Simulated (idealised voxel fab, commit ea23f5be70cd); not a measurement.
voxel capacitor over wiring: a process module
Section cut is 155 nm wide and gridded with 5 nm square cells.
Cross-section format: a grid of square cells, given as bands from top to bottom; each band is one or more rows of cells.
Top, bottom (nm), then materials left to right with widths (nm); lone material tagged "full width" fills the whole band edge to edge; "air" = empty space.
Counting heights begins at 0, where everything beneath is, in the wafer as received, one material. The lowest band has no bottom; it goes on downwards, as "0..down" shows.
You'd read "30..40" like this: the band's top row of cells is as wide as the first number, its bottom row is as wide as the second, and going down, every row changes width by the same amount as the row before did.
Step marked "no modification"? Then no cell in the cross-section changed in it.
The list in "Closed void entries" covers empty spaces of 8 cells or more that cannot reach the top through any open way, and it gives each as width x height at distance; the distance is from the left edge, and width, height and distance are in nm.
Note: text after step settings on the step line = simulator remark on that step.
The line of a step may include "overlay nm". On a step with a mask, this value is how far to the right of its planned place the mask lay. A negative value means the mask lay to the left.

[The process steps that were planned are listed below]
1. RECEIVE: material Si
2. CONFORMAL_DEP: material SiO2, thk nm 10
3. CONFORMAL_DEP: material SiCN, thk nm 5
4. DIRECTIONAL_DEP: material SiO2, thk nm 25
5. MASKED_ETCH: tone open, mask id METAL_1, width nm 25, pitch nm 95, etch materials SiO2, depth nm 25, overlay nm 0
6. MASKED_ETCH: tone open, mask id METAL_1, width nm 25, pitch nm 95, etch materials SiCN, depth nm 5, overlay nm 0
7. CONFORMAL_DEP: material TiN, thk nm 5
8. FILL_DEP: material Cu, thk nm 5
9. CMP: height nm 40
10. EPI: material Ru, thk nm 5
11. FILL_DEP: material SiCN, thk nm 5
12. DIRECTIONAL_DEP: material SiO2, thk nm 20
13. MASKED_ETCH: tone open, mask id PLUG_1, width nm 15, etch materials SiO2, depth nm 20, overlay nm 0
14. MASKED_ETCH: tone open, mask id PLUG_1, width nm 15, etch materials SiCN, depth nm 5, overlay nm 0
15. CONFORMAL_DEP: material TiN, thk nm 5
16. FILL_DEP: material Ru, thk nm 10
17. CMP: height nm 70
18. DIRECTIONAL_DEP: material TiN, thk nm 5
19. DIRECTIONAL_DEP: material SiN, thk nm 5
20. DIRECTIONAL_DEP: material TiN, thk nm 5
21. DIRECTIONAL_DEP: material aC, thk nm 15
22. PATTERN: tone cover, mask id UPPER_PLATE, material resist, width nm 75, thk nm 35, overlay nm 0
23. DIRECTIONAL_ETCH: etch materials aC, depth nm 15
24. STRIP: etch materials resist
25. DIRECTIONAL_ETCH: etch materials TiN, depth nm 5
26. DIRECTIONAL_ETCH: etch materials SiN, depth nm 5
27. STRIP: etch materials aC
28. MASKED_ETCH: tone cover, mask id LOWER_PLATE, width nm 75, etch materials TiN, depth nm 5, overlay nm 0
29. FILL_DEP: material SiO2, thk nm 20
30. CMP: height nm 100
31. MASKED_ETCH: tone open, mask id PLUG_2, width nm 15, etch materials SiO2, depth nm 15, overlay nm 0
32. CONFORMAL_DEP: material TiN, thk nm 5
33. FILL_DEP: material Cu, thk nm 5
34. CMP: height nm 100
35. CONFORMAL_DEP: material SiCN, thk nm 5
Wafer-to-wafer difference: width nm, step 28. Common start. Plan = first wafer's value.

[After step 1, as received: first of several wafers, cross-section]
> 0..down  Si full width
> Closed void entries: none

[Quick look at the cross-section of the first of several wafers after step 35, which wraps up the module]
> 105..100  SiCN full width
> 100..90  35 nm SiO2, then 5 nm TiN, then 5 nm Cu, then 5 nm TiN, then 105 nm SiO2
> 90..80  35..25 nm SiO2, then 15..75 nm TiN, then 105..55 nm SiO2
> 80..75  25 nm SiO2, then 75 nm SiN, then 55 nm SiO2
> 75..70  25 nm SiO2, then 75 nm TiN, then 55 nm SiO2
> 70..50  25 nm SiO2, then 5 nm TiN, then 5 nm Ru, then 5 nm TiN, then 115 nm SiO2
> 50..45  25 nm SiCN, then 15 nm TiN, then 115 nm SiCN
> 45..40  10 nm SiCN, then 35 nm Ru, then 60 nm SiCN, then 35 nm Ru, then 15 nm SiCN
> 40..15  15 nm SiO2, then 5 nm TiN, then 15 nm Cu, then 5 nm TiN, then 70 nm SiO2, then 5 nm TiN, then 15 nm Cu, then 5 nm TiN, then 20 nm SiO2
> 15..10  15 nm SiCN, then 25 nm TiN, then 70 nm SiCN, then 25 nm TiN, then 20 nm SiCN
> 10..0  SiO2 full width
> 0..down  Si full width
> Closed void entries: none

[last wafer at the end]
> 105..100  SiCN full width
> 100..90  35 nm SiO2, then 5 nm TiN, then 5 nm Cu, then 5 nm TiN, then 105 nm SiO2
> 90..80  35..25 nm SiO2, then 15..75 nm TiN, then 105..55 nm SiO2
> 80..75  25 nm SiO2, then 75 nm SiN, then 55 nm SiO2
> 75..70  15 nm SiO2, then 100 nm TiN, then 40 nm SiO2
> 70..50  25 nm SiO2, then 5 nm TiN, then 5 nm Ru, then 5 nm TiN, then 115 nm SiO2
> 50..45  25 nm SiCN, then 15 nm TiN, then 115 nm SiCN
> 45..40  10 nm SiCN, then 35 nm Ru, then 60 nm SiCN, then 35 nm Ru, then 15 nm SiCN
> 40..15  15 nm SiO2, then 5 nm TiN, then 15 nm Cu, then 5 nm TiN, then 70 nm SiO2, then 5 nm TiN, then 15 nm Cu, then 5 nm TiN, then 20 nm SiO2
> 15..10  15 nm SiCN, then 25 nm TiN, then 70 nm SiCN, then 25 nm TiN, then 20 nm SiCN
> 10..0  SiO2 full width
> 0..down  Si full width
> Closed void entries: none

[Table: wafers, a row each; end-of-module cell change per material since receipt, gain (+), loss (-); then closed voids]
width nm 75, +32 Cu, +18 Ru, +97 SiCN, +15 SiN, +411 SiO2, +78 TiN, Closed void entries: none
width nm 80, +32 Cu, +18 Ru, +97 SiCN, +15 SiN, +410 SiO2, +79 TiN, Closed void entries: none
width nm 85, +32 Cu, +18 Ru, +97 SiCN, +15 SiN, +409 SiO2, +80 TiN, Closed void entries: none
width nm 90, +32 Cu, +18 Ru, +97 SiCN, +15 SiN, +408 SiO2, +81 TiN, Closed void entries: none
width nm 95, +32 Cu, +18 Ru, +97 SiCN, +15 SiN, +407 SiO2, +82 TiN, Closed void entries: none
width nm 100, +32 Cu, +18 Ru, +97 SiCN, +15 SiN, +406 SiO2, +83 TiN, Closed void entries: none
